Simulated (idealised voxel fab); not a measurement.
You're looking at the process module voxel self aligned contacts.
For reference, the cross-section in this document is cut, with width 250 nm and square cells of 5 nm.
Just so we're on the same page, the cross-sections are grids of square cells, and they're listed out in bands top to bottom, each band one or more rows deep.
A band entry consists of two parts. The first gives the height of the band's top and the height of its bottom, in nm. The rest lists the band's materials from left to right, each with its width in nm. A single material labelled with the word "throughout" fills the band from edge to edge, and the word "empty" marks empty space.
We count height from 0. Below that, the starting wafer is all one material. The lowest band never ends at the bottom but goes on down; see "from 0 down" for how that is written.
So if you see something like "30 to 40" for the width, read it as the top row of the band sitting at the first number and the bottom row at the second, with every row in between moving by the same amount as the last.
Any step labelled "nothing different" changed none of the cells in the cross-section.
In "Fully sealed voids" the enclosed voids are listed, meaning empty spaces of 8 cells or larger without any opening to the top. The form is width x height at distance, distance from the left edge, units nm.
Past the settings on a step's line: simulator remark, on that step.
The optional step-line setting "overlay nm" applies to steps with a mask and quantifies how far to the right of its planned location the mask lay, a negative value indicating leftward placement.
**Planned step list for the process**
- 1: RECEIVE,material Si
- 2: CONFORMAL_DEP,material SiO2,thk nm 5
- 3: DIRECTIONAL_DEP,material polySi,thk nm 20
- 4: DIRECTIONAL_DEP,material SiN,thk nm 20
- 5: DIRECTIONAL_DEP,material aC,thk nm 15
- 6: PATTERN,tone cover,mask id GATE,material resist,width nm 35,pitch nm 70,thk nm 35,overlay nm 0
- 7: DIRECTIONAL_ETCH,etch materials aC,depth nm 15
- 8: STRIP,etch materials resist
- 9: DIRECTIONAL_ETCH,etch materials SiN,depth nm 20
- 10: DIRECTIONAL_ETCH,etch materials polySi,depth nm 20
- 11: STRIP,etch materials aC
- 12: CONFORMAL_DEP,material SiN,thk nm 5
- 13: DIRECTIONAL_ETCH,etch materials SiN,depth nm 5
- 14: FILL_DEP,material SiO2,thk nm 10
- 15: CMP,height nm 50
- 16: DIRECTIONAL_DEP,material aC,thk nm 15
- 17: PATTERN,tone open,mask id CONTACT,material resist,width nm 55,thk nm 30,overlay nm 0
- 18: DIRECTIONAL_ETCH,etch materials aC,depth nm 15
- 19: STRIP,etch materials resist
- 20: DIRECTIONAL_ETCH,etch materials SiO2,depth nm 50
- 21: STRIP,etch materials aC
- 22: CONFORMAL_DEP,material TiN,thk nm 5
- 23: FILL_DEP,material W,thk nm 10
- 24: CMP,height nm 50
- 25: CONFORMAL_DEP,material SiCN,thk nm 5
**Wafer as received: cross-section following step 1**
* from 0 down  Si throughout
* Fully sealed voids: none
**End-of-module cross-section of the first of two wafers, processed as planned**
* from 55 to 50  SiCN throughout
* from 50 to 45  SiO2 95 nm / TiN 20 nm / W 15 nm / TiN 20 nm / SiO2 100 nm
* from 45 to 25  SiO2 65 nm / SiN 45 nm / TiN 5 nm / W 15 nm / TiN 5 nm / SiN 45 nm / SiO2 70 nm
* from 25 to 5  SiO2 65 nm / SiN 5 nm / polySi 35 nm / SiN 5 nm / TiN 5 nm / W 15 nm / TiN 5 nm / SiN 5 nm / polySi 35 nm / SiN 5 nm / SiO2 70 nm
* from 5 to 0  SiO2 110 nm / TiN 25 nm / SiO2 115 nm
* from 0 down  Si throughout
* Fully sealed voids: none
**This cross-section belongs to the second wafer of two at the end of the module; the start and the plan were shared with the first, and the run included one mistake**
* from 55 to 50  SiCN throughout
* from 50 to 35  SiO2 65 nm / SiN 45 nm / TiN 5 nm / W 15 nm / TiN 5 nm / SiN 45 nm / SiO2 70 nm
* from 35 to 15  SiO2 65 nm / SiN 5 nm / polySi 35 nm / SiN 5 nm / TiN 5 nm / W 15 nm / TiN 5 nm / SiN 5 nm / polySi 35 nm / SiN 5 nm / SiO2 70 nm
* from 15 to 5  SiO2 110 nm / TiN 5 nm / W 15 nm / TiN 5 nm / SiO2 115 nm
* from 5 to 0  SiO2 110 nm / TiN 25 nm / SiO2 115 nm
* from 0 down  Si throughout
* Fully sealed voids: none
Where did the run depart from the plan? step 2 ran as: CONFORMAL_DEP,material SiO2,thk nm 15
Final difference in cells, second wafer against first, listed per material as more or fewer: -18 SiN | +24 SiO2 | -6 TiN
